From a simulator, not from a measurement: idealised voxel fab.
Name of the process module below: voxel wiring stack
Each square cell in cross-section cut measures 5 nm, and the section as a whole is 205 nm wide.
Reading order for cross-sections: top band down to bottom band. Underlying form: a grid of square cells. Band size: one or more rows of cells.
Quick guide to a band line: top height, bottom height (nm) up front; then every material left to right with its width in nm. Only one material and it's marked "full width"? Then it fills the band edge to edge. And "empty" just means empty space.
Heights are reckoned from 0. Under this level, the received wafer is all of one material. The bottommost band is open-ended downward, for example "from 0 down".
The width entry "30->40" should be interpreted row by row: the top row of cells in the band takes the first number, the bottom row takes the second number, and the change between adjacent rows is uniform throughout.
Step marked "all unchanged"? Then no cell in the cross-section changed in it.
"Fully closed voids" means: voids of 8 cells or more that are shut off from the top with no open way through. Written width x height at distance, distance from the left edge, in nm.
That trailing text on a step's line, after the settings, is the simulator's own remark on the step.
When a step includes a mask, the "overlay nm" setting on its line states how far to the right of its planned place that mask lay, and negative values state how far to the left.
**Below is the list of planned process steps**
1 op RECEIVE | material Si
2 op CONFORMAL_DEP | material SiO2 | thk nm 15
3 op CONFORMAL_DEP | material SiCN | thk nm 5
4 op DIRECTIONAL_DEP | material lowk | thk nm 25
5 op DIRECTIONAL_DEP | material aC | thk nm 10
6 op PATTERN | tone open | mask id METAL_1 | material resist | width nm 25 | pitch nm 50 | thk nm 30 | overlay nm 0
7 op DIRECTIONAL_ETCH | etch materials aC | depth nm 10
8 op STRIP | etch materials resist
9 op DIRECTIONAL_ETCH | etch materials lowk | depth nm 25
10 op DIRECTIONAL_ETCH | etch materials SiCN | depth nm 5
11 op STRIP | etch materials aC
12 op CONFORMAL_DEP | material TiN | thk nm 5
13 op FILL_DEP | material Cu | thk nm 10
14 op CMP | height nm 45
15 op CONFORMAL_DEP | material SiCN | thk nm 5
16 op DIRECTIONAL_DEP | material lowk | thk nm 15
17 op DIRECTIONAL_DEP | material aC | thk nm 15
18 op PATTERN | tone open | mask id PLUG_1 | material resist | width nm 15 | pitch nm 50 | thk nm 30 | overlay nm 0
19 op DIRECTIONAL_ETCH | etch materials aC | depth nm 15
20 op STRIP | etch materials resist
21 op DIRECTIONAL_ETCH | etch materials lowk | depth nm 15
22 op DIRECTIONAL_ETCH | etch materials SiCN | depth nm 5
23 op STRIP | etch materials aC
24 op CONFORMAL_DEP | material TiN | thk nm 5
25 op FILL_DEP | material Ru | thk nm 5
26 op CMP | height nm 65
27 op DIRECTIONAL_DEP | material TiN | thk nm 5
28 op DIRECTIONAL_DEP | material W | thk nm 20
29 op MASKED_ETCH | tone cover | mask id METAL_2 | width nm 25 | pitch nm 50 | etch materials W | depth nm 10 | overlay nm 0
30 op MASKED_ETCH | tone cover | mask id METAL_2 | width nm 25 | pitch nm 50 | etch materials TiN | depth nm 5 | overlay nm 0
31 op FILL_DEP | material SiO2 | thk nm 5
32 op CMP | height nm 90
33 op CONFORMAL_DEP | material SiN | thk nm 5
Heads up: all these wafers start the same, and what changes between them is the depth nm in step 29. The value you see in the plan is just what the first wafer got.
**The first of several wafers, as received after step 1, seen in section**
  from 0 down = Si full width
  Fully closed voids: none
**Depicted here is the first of several wafers in cross-section, at module completion following the last step, step 33**
  from 95 to 90 = SiN full width
  from 90 to 80 = 40 SiO2 | 25 W | 25 SiO2 | 25 W | 25 SiO2 | 25 W | 40 SiO2
  from 80 to 70 = W full width
  from 70 to 65 = TiN full width
  from 65 to 50 = 40 lowk | 5 TiN | 5 Ru | 5 TiN | 35 lowk | 5 TiN | 5 Ru | 5 TiN | 35 lowk | 5 TiN | 5 Ru | 5 TiN | 50 lowk
  from 50 to 45 = 40 SiCN | 15 TiN | 35 SiCN | 15 TiN | 35 SiCN | 15 TiN | 50 SiCN
  from 45 to 20 = 40 lowk | 5 TiN | 15 Cu | 5 TiN | 25 lowk | 5 TiN | 15 Cu | 5 TiN | 25 lowk | 5 TiN | 15 Cu | 5 TiN | 40 lowk
  from 20 to 15 = 40 SiCN | 25 TiN | 25 SiCN | 25 TiN | 25 SiCN | 25 TiN | 40 SiCN
  from 15 to 0 = SiO2 full width
  from 0 down = Si full width
  Fully closed voids: none
**Cross-section of the last wafer at end of module**
  from 95 to 90 = SiN full width
  from 90 to 70 = 40 SiO2 | 25 W | 25 SiO2 | 25 W | 25 SiO2 | 25 W | 40 SiO2
  from 70 to 65 = 40 SiO2 | 25 TiN | 25 SiO2 | 25 TiN | 25 SiO2 | 25 TiN | 40 SiO2
  from 65 to 50 = 40 lowk | 5 TiN | 5 Ru | 5 TiN | 35 lowk | 5 TiN | 5 Ru | 5 TiN | 35 lowk | 5 TiN | 5 Ru | 5 TiN | 50 lowk
  from 50 to 45 = 40 SiCN | 15 TiN | 35 SiCN | 15 TiN | 35 SiCN | 15 TiN | 50 SiCN
  from 45 to 20 = 40 lowk | 5 TiN | 15 Cu | 5 TiN | 25 lowk | 5 TiN | 15 Cu | 5 TiN | 25 lowk | 5 TiN | 15 Cu | 5 TiN | 40 lowk
  from 20 to 15 = 40 SiCN | 25 TiN | 25 SiCN | 25 TiN | 25 SiCN | 25 TiN | 40 SiCN
  from 15 to 0 = SiO2 full width
  from 0 down = Si full width
  Fully closed voids: none
**Each row below is a wafer at the end of the module, listing for every material the number of cells it has gained (+) or lost (-) since it was received, followed by its closed voids**
depth nm 10 | +45 Cu | +9 Ru | +58 SiCN | +41 SiN | +175 SiO2 | +113 TiN | +112 W | +226 lowk | Fully closed voids: none
depth nm 15 | +45 Cu | +9 Ru | +58 SiCN | +41 SiN | +201 SiO2 | +113 TiN | +86 W | +226 lowk | Fully closed voids: none
depth nm 20 | +45 Cu | +9 Ru | +58 SiCN | +41 SiN | +253 SiO2 | +87 TiN | +60 W | +226 lowk | Fully closed voids: none
depth nm 25 | +45 Cu | +9 Ru | +58 SiCN | +41 SiN | +253 SiO2 | +87 TiN | +60 W | +226 lowk | Fully closed voids: none
depth nm 30 | +45 Cu | +9 Ru | +58 SiCN | +41 SiN | +253 SiO2 | +87 TiN | +60 W | +226 lowk | Fully closed voids: none
depth nm 35 | +45 Cu | +9 Ru | +58 SiCN | +41 SiN | +253 SiO2 | +87 TiN | +60 W | +226 lowk | Fully closed voids: none
